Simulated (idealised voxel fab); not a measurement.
Presented below is a process module, voxel released beams.
The cross-section shown here is cut; it is 295 nm wide and divided into square cells measuring 5 nm on a side.
Square cells in a grid make up a cross-section in this document, and the grid is given as bands, listed from the top down, each one or more rows of cells. The band entry comprises the height of the band's top followed by the height of its bottom, expressed in nm, and subsequently the band's materials from left to right, each stated together with its width in nm. Where a single material is marked with the word "all across", that material fills the band from edge to edge. The word "blank" represents empty space. Heights are measured from 0, the level below which the as-received wafer is all one material; the lowest band has no bottom and continues downward, written as in "0 down". The notation "30->40" denotes a width that varies across the rows of cells in the band, beginning at the first number in the top row, finishing at the second number in the bottom row, and changing by an identical amount from each row to the next. Reading "remained the same" for a step: not a cell of the cross-section changed in it. "Enclosed void catalog" means: voids of 8 cells or more that are shut off from the top with no open way through. Written width x height at distance, distance from the left edge, in nm. Text after the settings on a step's line: the simulator's own remark on that step. If you see "overlay nm" on a step's line and that step has a mask, it's telling you how far right of where it was planned the mask ended up; a negative number means it went left instead.
## These are the steps we planned for the process
- 1: RECEIVE: material Si
- 2: CONFORMAL_DEP: material Al2O3, thk nm 10
- 3: DIRECTIONAL_DEP: material SiO2, thk nm 20
- 4: MASKED_ETCH: tone open, mask id ANCHOR, width nm 35, etch materials SiO2, depth nm 20, overlay nm 0
- 5: CONFORMAL_DEP: material W, thk nm 10
- 6: DIRECTIONAL_DEP: material aC, thk nm 15
- 7: PATTERN: tone cover, mask id BEAM, material resist, width nm 115, thk nm 35, overlay nm 0
- 8: DIRECTIONAL_ETCH: etch materials aC, depth nm 15
- 9: STRIP: etch materials resist
- 10: DIRECTIONAL_ETCH: etch materials W, depth nm 10
- 11: STRIP: etch materials aC
- 12: STRIP: etch materials SiO2
## Here's what the wafer looked like in cross-section when it arrived - that's after step 1
0 down | Si all across
Enclosed void catalog: none
## One mistake in running the module, otherwise start and plan as above: cross-section at the end
40 to 30 | blank (85), W (20), blank (10), W (85), blank (95)
30 to 20 | blank (95), W (10), blank (10), W (10), blank (170)
20 to 10 | blank (95), W (30), blank (170)
10 to 0 | Al2O3 all across
0 down | Si all across
Enclosed void catalog: none
Processing error: step 4 did not use the planned setting and instead ran as MASKED_ETCH: tone open, mask id ANCHOR, width nm 30, etch materials SiO2, depth nm 20, overlay nm 0
